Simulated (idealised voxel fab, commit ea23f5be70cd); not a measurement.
The name of this process module is voxel transistor to metal.
For reference, the cross-section in this document is cut, with width 300 nm and square cells of 5 nm.
The cross-sections in this document take the form of a grid made of square cells. They are written out as bands, in order from top to bottom. Each band consists of one or more rows of cells. Band: top and bottom heights (nm) first, top before bottom; then materials from left to right, widths in nm. "everywhere" marks a sole material filling the band edge to edge. "blank" denotes empty space. Where do heights start? At 0: under that level the wafer as delivered is made of one material only. And the lowest band has no floor; it just carries on downward, as in "0..down". A width such as "30 to 40" changes by the same amount from each row of cells to the next, from the band's top row to its bottom row. "remains unaltered" -> step changed no cross-section cell. "Enclosed cavities" - sealed voids, min. 8 cells, no opening to top; format: width x height at distance (distance from left edge; nm throughout). Read whatever lies past the settings on a step's line as the simulator's own remark about the step. When a step includes a mask, the "overlay nm" setting on its line states how far to the right of its planned place that mask lay, and negative values state how far to the left.

This section lists the process steps that were planned
1,RECEIVE (material Si)
2,OXIDIZE (depth nm 5)
3,CONFORMAL_DEP (material SiN; thk nm 10)
4,MASKED_ETCH (tone cover; mask id ACTIVE; width nm 115; pitch nm 135; etch materials SiN; depth nm 10; overlay nm 0)
5,MASKED_ETCH (tone cover; mask id ACTIVE; width nm 115; pitch nm 135; etch materials SiO2; depth nm 5; overlay nm 0)
6,MASKED_ETCH (tone cover; mask id ACTIVE; width nm 115; pitch nm 135; etch materials Si; depth nm 35; overlay nm 0)
7,OXIDIZE (depth nm 5)
8,FILL_DEP (material SiO2; thk nm 10)
9,CMP (height nm 10)
10,SELECTIVE_ETCH (etch materials SiO2; depth nm 5)
11,STRIP (etch materials SiN)
12,SELECTIVE_ETCH (etch materials SiO2; depth nm 5)
13,OXIDIZE (depth nm 5)
14,DIRECTIONAL_DEP (material polySi; thk nm 20)
15,DIRECTIONAL_DEP (material SiCN; thk nm 15)
16,DIRECTIONAL_DEP (material aC; thk nm 10)
17,PATTERN (tone cover; mask id GATE; material resist; width nm 25; pitch nm 135; thk nm 30; overlay nm 0)
18,DIRECTIONAL_ETCH (etch materials aC; depth nm 10)
19,STRIP (etch materials resist)
20,DIRECTIONAL_ETCH (etch materials SiCN; depth nm 25)
21,DIRECTIONAL_ETCH (etch materials polySi; depth nm 30)
22,STRIP (etch materials aC)
23,CONFORMAL_DEP (material SiO2; thk nm 5)
24,DIRECTIONAL_ETCH (etch materials SiO2; depth nm 5)
25,CONFORMAL_DEP (material SiN; thk nm 5)
26,DIRECTIONAL_ETCH (etch materials SiN; depth nm 5)
27,DIRECTIONAL_ETCH (etch materials SiO2; depth nm 5)
28,DIRECTIONAL_ETCH (etch materials Si; depth nm 10)
29,EPI (material pSi; thk nm 10)
30,FILL_DEP (material SiO2; thk nm 5)
31,CMP (height nm 15)
32,STRIP (etch materials polySi)
33,SELECTIVE_ETCH (etch materials SiO2; depth nm 5)
34,CONFORMAL_DEP (material HfO2; thk nm 5)
35,CONFORMAL_DEP (material TiN; thk nm 5)
36,FILL_DEP (material W; thk nm 10)
37,CMP (height nm 10)
38,DIRECTIONAL_DEP (material SiO2; thk nm 15)
39,MASKED_ETCH (tone open; mask id CONTACT; width nm 15; etch materials SiO2; depth nm 35; overlay nm 0)
40,CONFORMAL_DEP (material TiN; thk nm 5)
41,FILL_DEP (material Ru; thk nm 10)
42,CMP (height nm 25)
43,DIRECTIONAL_DEP (material TiN; thk nm 5)
44,DIRECTIONAL_DEP (material Ru; thk nm 25)
45,MASKED_ETCH (tone cover; mask id METAL_1; width nm 15; etch materials Ru; depth nm 25; overlay nm 0)
46,MASKED_ETCH (tone cover; mask id METAL_1; width nm 15; etch materials TiN; depth nm 5; overlay nm 0)
47,FILL_DEP (material lowk; thk nm 5)
48,CMP (height nm 55)
49,CONFORMAL_DEP (material SiN; thk nm 5)

As-received wafer cross-section (after step 1)
	0..down: Si everywhere
	Enclosed cavities: none

Final cross-section, module run with one mistake (start and plan as above)
	60..55: SiN everywhere
	55..30: lowk 35  Ru 15  lowk 65  Ru 15  lowk 40  Ru 15  lowk 65  Ru 15  lowk 35
	30..25: lowk 35  TiN 25  lowk 55  TiN 25  lowk 30  TiN 25  lowk 55  TiN 25  lowk 25
	25..10: SiO2 35  TiN 5  Ru 5  TiN 5  SiO2 65  TiN 5  Ru 5  TiN 5  SiO2 40  TiN 5  Ru 5  TiN 5  SiO2 65  TiN 5  Ru 5  TiN 5  SiO2 35
	10..0: SiO2 35  TiN 5  Ru 5  TiN 5  SiO2 10  SiN 5  HfO2 5  TiN 5  W 15  TiN 5  HfO2 5  SiN 5  SiO2 10  TiN 5  Ru 5  TiN 5  SiO2 40  TiN 5  Ru 5  TiN 5  SiO2 10  SiN 5  HfO2 5  TiN 5  W 15  TiN 5  HfO2 5  SiN 5  SiO2 10  TiN 5  Ru 5  TiN 5  SiO2 35
	0..-5: SiO2 25  SiN 5  SiO2 5  TiN 5  Ru 5  TiN 5  pSi 10  SiN 5  HfO2 5  TiN 25  HfO2 5  SiN 5  pSi 10  TiN 5  Ru 5  TiN 5  SiO2 5  SiN 5  SiO2 20  SiN 5  SiO2 5  TiN 5  Ru 5  TiN 5  pSi 10  SiN 5  HfO2 5  TiN 25  HfO2 5  SiN 5  pSi 10  TiN 5  Ru 5  TiN 5  SiO2 5  SiN 5  SiO2 25
	-5..-10: SiO2 35  TiN 15  pSi 10  SiO2 5  HfO2 35  SiO2 5  pSi 10  TiN 15  SiO2 40  TiN 15  pSi 10  SiO2 5  HfO2 35  SiO2 5  pSi 10  TiN 15  SiO2 35
	-10..-20: SiO2 30  pSi 30  Si 45  pSi 30  SiO2 30  pSi 30  Si 45  pSi 30  SiO2 30
	-20..-45: SiO2 30  Si 105  SiO2 30  Si 105  SiO2 30
	-45..down: Si everywhere
	Enclosed cavities: none
What was the processing mistake? for step 46, the planned setting was not used; the step was instead run as MASKED_ETCH (tone cover; mask id METAL_1; width nm 15; etch materials TiN; depth nm 5; overlay nm 10)
